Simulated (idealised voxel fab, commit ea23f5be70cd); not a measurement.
The document below concerns the process module designated voxel trench capacitor.
Xsec cut, 250 nm wide, square cell size 5 nm.
Cross-section format: a grid of square cells, given as bands from top to bottom; each band is one or more rows of cells. In this notation a band is specified by the heights of its top and bottom, in that order and in nm, after which its materials appear from left to right, each paired with its width in nm. The word "edge to edge" attached to a single material means that material fills the band from edge to edge; the word "blank" stands for empty space. Height is counted from the level 0, under which the received wafer is composed throughout of one material. The lowest of the bands is not closed at the bottom but continues downward, in the notation "0 -> down". A two-number width, for instance "30->40", indicates that the width is equal to the first number in the top row of the band and to the second number in the bottom row, and that it changes by a constant amount per row of cells. Step marked "remained unchanged"? Then no cell in the cross-section changed in it. "Unvented voids": sealed empty spaces, 8 cells or more, no open way to top, listed width x height at distance, with distance from the left edge and width, height and distance in nm. Where a step's line continues beyond its settings, the continuation is a remark by the simulator itself on that step. For masked steps, "overlay nm" on the step line gives how far right of plan the mask actually lay; a minus sign means it lay to the left.
Below is the list of planned process steps
1. RECEIVE: material Si
2. CONFORMAL_DEP: material SiN, thk nm 10
3. DIRECTIONAL_DEP: material aC, thk nm 15
4. PATTERN: tone open, mask id TRENCH, material resist, width nm 30, pitch nm 60, thk nm 35, overlay nm 0
5. DIRECTIONAL_ETCH: etch materials aC, depth nm 15
6. STRIP: etch materials resist
7. DIRECTIONAL_ETCH: etch materials SiN, depth nm 10
8. DIRECTIONAL_ETCH: etch materials Si, depth nm 25
9. STRIP: etch materials aC
10. CONFORMAL_DEP: material Al2O3, thk nm 5
11. CONFORMAL_DEP: material TiN, thk nm 5
12. FILL_DEP: material W, thk nm 5
13. CMP: height nm 10
Cross-section of the incoming wafer, state after step 1
	0 -> down | Si edge to edge
	Unvented voids: none
Module complete - cross-section of the first of two wafers, run according to plan
	10 -> 0 | SiN 80 nm | Al2O3 5 nm | TiN 5 nm | W 10 nm | TiN 5 nm | Al2O3 5 nm | SiN 30 nm | Al2O3 5 nm | TiN 5 nm | W 10 nm | TiN 5 nm | Al2O3 5 nm | SiN 80 nm
	0 -> -15 | Si 80 nm | Al2O3 5 nm | TiN 5 nm | W 10 nm | TiN 5 nm | Al2O3 5 nm | Si 30 nm | Al2O3 5 nm | TiN 5 nm | W 10 nm | TiN 5 nm | Al2O3 5 nm | Si 80 nm
	-15 -> -20 | Si 80 nm | Al2O3 5 nm | TiN 20 nm | Al2O3 5 nm | Si 30 nm | Al2O3 5 nm | TiN 20 nm | Al2O3 5 nm | Si 80 nm
	-20 -> -25 | Si 80 nm | Al2O3 30 nm | Si 30 nm | Al2O3 30 nm | Si 80 nm
	-25 -> down | Si edge to edge
	Unvented voids: none
The second wafer, shown in cross-section after the module: started the same way as the first and given the same plan, yet one mistake crept into how it was run
	10 -> 0 | SiN 80 nm | Al2O3 5 nm | aC 5 nm | W 10 nm | aC 5 nm | Al2O3 5 nm | SiN 30 nm | Al2O3 5 nm | aC 5 nm | W 10 nm | aC 5 nm | Al2O3 5 nm | SiN 80 nm
	0 -> -15 | Si 80 nm | Al2O3 5 nm | aC 5 nm | W 10 nm | aC 5 nm | Al2O3 5 nm | Si 30 nm | Al2O3 5 nm | aC 5 nm | W 10 nm | aC 5 nm | Al2O3 5 nm | Si 80 nm
	-15 -> -20 | Si 80 nm | Al2O3 5 nm | aC 20 nm | Al2O3 5 nm | Si 30 nm | Al2O3 5 nm | aC 20 nm | Al2O3 5 nm | Si 80 nm
	-20 -> -25 | Si 80 nm | Al2O3 30 nm | Si 30 nm | Al2O3 30 nm | Si 80 nm
	-25 -> down | Si edge to edge
	Unvented voids: none
It is concluded that the wafer was processed incorrectly with respect to the plan, in that step 11 ran as: CONFORMAL_DEP: material aC, thk nm 5
Upon completion, the second wafer contains, in terms of cells, a greater or smaller amount of certain materials than the first wafer: 28 fewer of TiN; 28 more of aC
